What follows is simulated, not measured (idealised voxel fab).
You're looking at the process module voxel gate over fins.
The width of the displayed cross-section, cut, is 195 nm; its cells are square, with a size of 5 nm.
Just so we're on the same page, the cross-sections are grids of square cells, and they're listed out in bands top to bottom, each band one or more rows deep.
Heads up on the band format: heights come first, top then bottom, in nm. After that it's the materials left to right, each with its width in nm. A single material flagged "throughout" fills the whole band edge to edge, and "air" means there's empty space there.
Ref level 0: as-received wafer is one material below here. Bottom band extends down with no lower bound ("from 0 down").
Width "30..40": first value at the band's top row of cells, second value at its bottom row, equal change from row to row.
Reading "no modification" for a step: not a cell of the cross-section changed in it.
Look at "Enclosed internal voids" for the closed voids: empty spaces with no open path to the top, sized 8 cells or up. Each is width x height at distance, distance from the left edge, all nm.
Anything after a step's settings on that line? It's the simulator's own note about the step.
Regarding "overlay nm": on a step with a mask, it is the distance the mask lay to the right of its planned place; a negative value places it to the left.

plan
| 1 | RECEIVE [material Si] |
| 2 | CONFORMAL_DEP [material SiN] [thk nm 5] |
| 3 | PATTERN [tone cover] [mask id FINS] [material resist] [width nm 15] [pitch nm 45] [thk nm 20] [overlay nm 0] |
| 4 | DIRECTIONAL_ETCH [etch materials SiN] [depth nm 5] |
| 5 | DIRECTIONAL_ETCH [etch materials Si] [depth nm 30] |
| 6 | STRIP [etch materials resist] |
| 7 | OXIDIZE [depth nm 5] |
| 8 | FILL_DEP [material SiO2] [thk nm 5] |
| 9 | CMP [height nm 5] |
| 10 | SELECTIVE_ETCH [etch materials SiO2] [depth nm 20] |
| 11 | STRIP [etch materials SiN] |
| 12 | CONFORMAL_DEP [material HfO2] [thk nm 5] |
| 13 | CONFORMAL_DEP [material TiN] [thk nm 5] |
| 14 | FILL_DEP [material W] [thk nm 10] |
| 15 | CMP [height nm 15] |
| 16 | CONFORMAL_DEP [material SiN] [thk nm 10] |

Incoming wafer, cross-sectional view, post step 1
from 0 down | Si throughout
Enclosed internal voids: none

First of two wafers, end-of-module section, run followed plan
from 25 to 15 | SiN throughout
from 15 to 10 | W throughout
from 10 to 5 | 15 of W / 25 of TiN / 20 of W / 25 of TiN / 20 of W / 25 of TiN / 20 of W / 25 of TiN / 20 of W
from 5 to 0 | 15 of W / 5 of TiN / 15 of HfO2 / 5 of TiN / 20 of W / 5 of TiN / 15 of HfO2 / 5 of TiN / 20 of W / 5 of TiN / 15 of HfO2 / 5 of TiN / 20 of W / 5 of TiN / 15 of HfO2 / 5 of TiN / 20 of W
from 0 to -5 | 15 of W / 5 of TiN / 5 of HfO2 / 5 of Si / 5 of HfO2 / 5 of TiN / 20 of W / 5 of TiN / 5 of HfO2 / 5 of Si / 5 of HfO2 / 5 of TiN / 20 of W / 5 of TiN / 5 of HfO2 / 5 of Si / 5 of HfO2 / 5 of TiN / 20 of W / 5 of TiN / 5 of HfO2 / 5 of Si / 5 of HfO2 / 5 of TiN / 20 of W
from -5 to -10 | 20 of TiN / 5 of HfO2 / 5 of Si / 5 of HfO2 / 30 of TiN / 5 of HfO2 / 5 of Si / 5 of HfO2 / 30 of TiN / 5 of HfO2 / 5 of Si / 5 of HfO2 / 30 of TiN / 5 of HfO2 / 5 of Si / 5 of HfO2 / 25 of TiN
from -10 to -15 | 25 of HfO2 / 5 of Si / 40 of HfO2 / 5 of Si / 40 of HfO2 / 5 of Si / 40 of HfO2 / 5 of Si / 30 of HfO2
from -15 to -35 | 25 of SiO2 / 5 of Si / 40 of SiO2 / 5 of Si / 40 of SiO2 / 5 of Si / 40 of SiO2 / 5 of Si / 30 of SiO2
from -35 down | Si throughout
Enclosed internal voids: none

Same start, same plan as the first wafer - but one mistake in the run. Cross-section of the second of the two at the end of the module
from 25 to 15 | SiN throughout
from 15 to 10 | W throughout
from 10 to 5 | 15 of W / 30 of TiN / 15 of W / 30 of TiN / 15 of W / 30 of TiN / 15 of W / 30 of TiN / 15 of W
from 5 to 0 | 15 of W / 5 of TiN / 20 of HfO2 / 5 of TiN / 15 of W / 5 of TiN / 20 of HfO2 / 5 of TiN / 15 of W / 5 of TiN / 20 of HfO2 / 5 of TiN / 15 of W / 5 of TiN / 20 of HfO2 / 5 of TiN / 15 of W
from 0 to -5 | 15 of W / 5 of TiN / 5 of HfO2 / 10 of Si / 5 of HfO2 / 5 of TiN / 15 of W / 5 of TiN / 5 of HfO2 / 10 of Si / 5 of HfO2 / 5 of TiN / 15 of W / 5 of TiN / 5 of HfO2 / 10 of Si / 5 of HfO2 / 5 of TiN / 15 of W / 5 of TiN / 5 of HfO2 / 10 of Si / 5 of HfO2 / 5 of TiN / 15 of W
from -5 to -10 | 20 of TiN / 5 of HfO2 / 10 of Si / 5 of HfO2 / 25 of TiN / 5 of HfO2 / 10 of Si / 5 of HfO2 / 25 of TiN / 5 of HfO2 / 10 of Si / 5 of HfO2 / 25 of TiN / 5 of HfO2 / 10 of Si / 5 of HfO2 / 20 of TiN
from -10 to -15 | 25 of HfO2 / 10 of Si / 35 of HfO2 / 10 of Si / 35 of HfO2 / 10 of Si / 35 of HfO2 / 10 of Si / 25 of HfO2
from -15 to -35 | 25 of SiO2 / 10 of Si / 35 of SiO2 / 10 of Si / 35 of SiO2 / 10 of Si / 35 of SiO2 / 10 of Si / 25 of SiO2
from -35 down | Si throughout
Enclosed internal voids: none
Nonconformance to the process plan: for step 3, the planned setting was not used; the step was instead run as PATTERN [tone cover] [mask id FINS] [material resist] [width nm 20] [pitch nm 45] [thk nm 20] [overlay nm 0]
In the final state, the cell counts of the second wafer exceed or fall short of those of the first for the following materials: Si: 28 more, SiO2: 16 fewer, W: 12 fewer
